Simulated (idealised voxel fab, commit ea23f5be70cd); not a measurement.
process module | voxel capacitor over wiring
cross-section cut | 250 nm wide | cells 5 nm
A cross-section is a grid of square cells, given in bands from the top down. A band is one or more rows of cells.
Each band's line starts with the height of the band's top and of its bottom, in nm. Then come its materials from left to right, each with its width in nm. One material with "throughout" fills the band from edge to edge. "air" is empty space.
Height 0 is the level under which the wafer as received is all one material. The lowest band goes on downwards, as in "0 down".
A width such as "30 to 40" changes by the same amount from each row of cells to the next, from the band's top row to its bottom row.
"no change" after a step means that no cell of the cross-section changed.
closed voids: empty space of 8 cells or more with no open way to the top, each as width x height at its distance from the left edge, in nm
after a step's settings: what the simulator itself notes on the step
overlay nm, on a step with a mask: how far to the right of its planned place the mask lay; to the left if negative
plan
1 op RECEIVE | material Si
2 op CONFORMAL_DEP | material SiO2 | thk nm 10
3 op DIRECTIONAL_DEP | material TiN | thk nm 5
4 op DIRECTIONAL_DEP | material W | thk nm 15
5 op DIRECTIONAL_DEP | material aC | thk nm 15
6 op PATTERN | tone cover | mask id METAL_1 | material resist | width nm 20 | pitch nm 70 | thk nm 30 | overlay nm 0
7 op DIRECTIONAL_ETCH | etch materials aC | depth nm 15
8 op STRIP | etch materials resist
9 op DIRECTIONAL_ETCH | etch materials W | depth nm 15
10 op DIRECTIONAL_ETCH | etch materials TiN | depth nm 5
11 op STRIP | etch materials aC
12 op FILL_DEP | material lowk | thk nm 5
13 op CMP | height nm 30
14 op CONFORMAL_DEP | material SiCN | thk nm 5
15 op DIRECTIONAL_DEP | material lowk | thk nm 10
16 op DIRECTIONAL_DEP | material aC | thk nm 15
17 op PATTERN | tone open | mask id PLUG_1 | material resist | width nm 15 | thk nm 35 | overlay nm 0
18 op DIRECTIONAL_ETCH | etch materials aC | depth nm 15
19 op STRIP | etch materials resist
20 op DIRECTIONAL_ETCH | etch materials lowk | depth nm 10
21 op DIRECTIONAL_ETCH | etch materials SiCN | depth nm 5
22 op STRIP | etch materials aC
23 op CONFORMAL_DEP | material TiN | thk nm 5
24 op FILL_DEP | material Ru | thk nm 10
25 op CMP | height nm 45
26 op DIRECTIONAL_DEP | material TiN | thk nm 10
27 op DIRECTIONAL_DEP | material Al2O3 | thk nm 5
28 op DIRECTIONAL_DEP | material TiN | thk nm 5
29 op PATTERN | tone cover | mask id UPPER_PLATE | material resist | width nm 55 | thk nm 20 | overlay nm 0
30 op DIRECTIONAL_ETCH | etch materials TiN | depth nm 5
31 op DIRECTIONAL_ETCH | etch materials Al2O3 | depth nm 5
32 op STRIP | etch materials resist
33 op PATTERN | tone cover | mask id LOWER_PLATE | material resist | width nm 65 | thk nm 20 | overlay nm 0
34 op DIRECTIONAL_ETCH | etch materials TiN | depth nm 10
35 op STRIP | etch materials resist
36 op FILL_DEP | material SiO2 | thk nm 20
37 op CMP | height nm 80
38 op MASKED_ETCH | tone open | mask id PLUG_2 | width nm 15 | etch materials SiO2 | depth nm 15 | overlay nm 0
39 op CONFORMAL_DEP | material TiN | thk nm 5
40 op FILL_DEP | material W | thk nm 5
41 op CMP | height nm 80
42 op CONFORMAL_DEP | material SiCN | thk nm 5
varied across the wafers: width nm of step 38. The plan shows the first wafer's value. All wafers start alike
first wafer as received, after step 1
  0 down: Si throughout
  closed voids: none
each wafer at the end: cells of each material gained (+) or lost (-) since it was received, then its closed voids
width nm 15 | +11 Al2O3 | +2 Ru | +97 SiCN | +393 SiO2 | +59 TiN | +26 W | +262 lowk | closed voids: none
width nm 20 | +11 Al2O3 | +2 Ru | +97 SiCN | +390 SiO2 | +60 TiN | +28 W | +262 lowk | closed voids: none
width nm 25 | +11 Al2O3 | +2 Ru | +97 SiCN | +387 SiO2 | +61 TiN | +30 W | +262 lowk | closed voids: none
width nm 30 | +11 Al2O3 | +2 Ru | +97 SiCN | +384 SiO2 | +62 TiN | +32 W | +262 lowk | closed voids: none
